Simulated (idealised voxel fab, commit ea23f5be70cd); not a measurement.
Proc. module: voxel double patterning
Cross-section cut spans 225 nm and uses square cells 5 nm in size.
Notation: cross-section as square-cell grid; stated in bands, top first, going down; one or more cell rows per band.
Top height, bottom height, nm. Materials left to right, width each, nm. Single material + "throughout" = fills band edge to edge. "empty" = empty.
Ref level 0: as-received wafer is one material below here. Bottom band extends down with no lower bound ("0 nm and below").
You'd read "30 to 40" like this: the band's top row of cells is as wide as the first number, its bottom row is as wide as the second, and going down, every row changes width by the same amount as the row before did.
The designation "nothing got changed", where it is given for a processing step, indicates that no cell of the cross-section was altered in the course of that step.
"Sealed voids" - sealed voids, min. 8 cells, no opening to top; format: width x height at distance (distance from left edge; nm throughout).
Where a step's line continues beyond its settings, the continuation is a remark by the simulator itself on that step.
The line of a step may include "overlay nm". On a step with a mask, this value is how far to the right of its planned place the mask lay. A negative value means the mask lay to the left.
# Intended process steps
| 1 | RECEIVE (material Si) |
| 2 | CONFORMAL_DEP (material SiN; thk nm 5) |
| 3 | DIRECTIONAL_DEP (material SiO2; thk nm 15) |
| 4 | DIRECTIONAL_DEP (material SiCN; thk nm 10) |
| 5 | PATTERN (tone open; mask id FIRST; material resist; width nm 15; pitch nm 50; thk nm 15; overlay nm 0) |
| 6 | DIRECTIONAL_ETCH (etch materials SiCN; depth nm 10) |
| 7 | STRIP (etch materials resist) |
| 8 | MASKED_ETCH (tone open; mask id SECOND; width nm 15; pitch nm 50; etch materials SiCN; depth nm 10; overlay nm 0) |
| 9 | DIRECTIONAL_ETCH (etch materials SiO2; depth nm 15) |
| 10 | STRIP (etch materials SiCN) |
# First of two wafers: run as planned
# As-received wafer cross-section (after step 1)
> 0 nm and below  Si throughout
> Sealed voids: none
# Cross-section of the wafer subsequent to step 2
> 5 nm to 0 nm  SiN throughout
> Note: structure below 0 unchanged.
# Cross-section of the wafer subsequent to step 3
> 20 nm to 5 nm  SiO2 throughout
> Note: structure below 5 unchanged.
# Cross-section of the wafer subsequent to step 4
> 30 nm to 20 nm  SiCN throughout
> Note: structure below 20 unchanged.
# Cross-section of the wafer subsequent to step 5
> 45 nm to 30 nm  55 resist, 15 empty, 35 resist, 15 empty, 35 resist, 15 empty, 55 resist
> Note: structure below 30 unchanged.
# Cross-section of the wafer subsequent to step 6
> 45 nm to 30 nm  55 resist, 15 empty, 35 resist, 15 empty, 35 resist, 15 empty, 55 resist
> 30 nm to 20 nm  55 SiCN, 15 empty, 35 SiCN, 15 empty, 35 SiCN, 15 empty, 55 SiCN
> Note: structure below 20 unchanged.
# Cross-section of the wafer subsequent to step 7
> 30 nm to 20 nm  55 SiCN, 15 empty, 35 SiCN, 15 empty, 35 SiCN, 15 empty, 55 SiCN
> Note: structure below 20 unchanged.
# Cross-section of the wafer subsequent to step 8
> 30 nm to 20 nm  55 SiCN, 15 empty, 10 SiCN, 15 empty, 10 SiCN, 15 empty, 10 SiCN, 15 empty, 10 SiCN, 15 empty, 55 SiCN
> Note: structure below 20 unchanged.
# Cross-section of the wafer subsequent to step 9
> 30 nm to 20 nm  55 SiCN, 15 empty, 10 SiCN, 15 empty, 10 SiCN, 15 empty, 10 SiCN, 15 empty, 10 SiCN, 15 empty, 55 SiCN
> 20 nm to 5 nm  55 SiO2, 15 empty, 10 SiO2, 15 empty, 10 SiO2, 15 empty, 10 SiO2, 15 empty, 10 SiO2, 15 empty, 55 SiO2
> Note: structure below 5 unchanged.
# Cross-section of the wafer subsequent to step 10
> 20 nm to 5 nm  55 SiO2, 15 empty, 10 SiO2, 15 empty, 10 SiO2, 15 empty, 10 SiO2, 15 empty, 10 SiO2, 15 empty, 55 SiO2
> Note: structure below 5 unchanged.
# Second wafer, same starting conditions and recipe as the first, one mistake in executing it, nothing differs from the first up to and including step 8
# What the second wafer looks like in cross-section when step 9 should have wrapped up
> 30 nm to 20 nm  55 SiCN, 15 empty, 10 SiCN, 15 empty, 10 SiCN, 15 empty, 10 SiCN, 15 empty, 10 SiCN, 15 empty, 55 SiCN
> 20 nm to 10 nm  55 SiO2, 15 empty, 10 SiO2, 15 empty, 10 SiO2, 15 empty, 10 SiO2, 15 empty, 10 SiO2, 15 empty, 55 SiO2
> Note: structure below 10 unchanged.
# What the second wafer looks like in cross-section when step 10 should have wrapped up
> 20 nm to 10 nm  55 SiO2, 15 empty, 10 SiO2, 15 empty, 10 SiO2, 15 empty, 10 SiO2, 15 empty, 10 SiO2, 15 empty, 55 SiO2
> Note: structure below 10 unchanged.
Heads up, the wafer didn't run the way we planned it: step 9 was not run as planned; what actually ran was DIRECTIONAL_ETCH (etch materials SiO2; depth nm 10)
Looking at both finished wafers in cells, the second ends up ahead of or behind the first on some materials: SiO2 +15
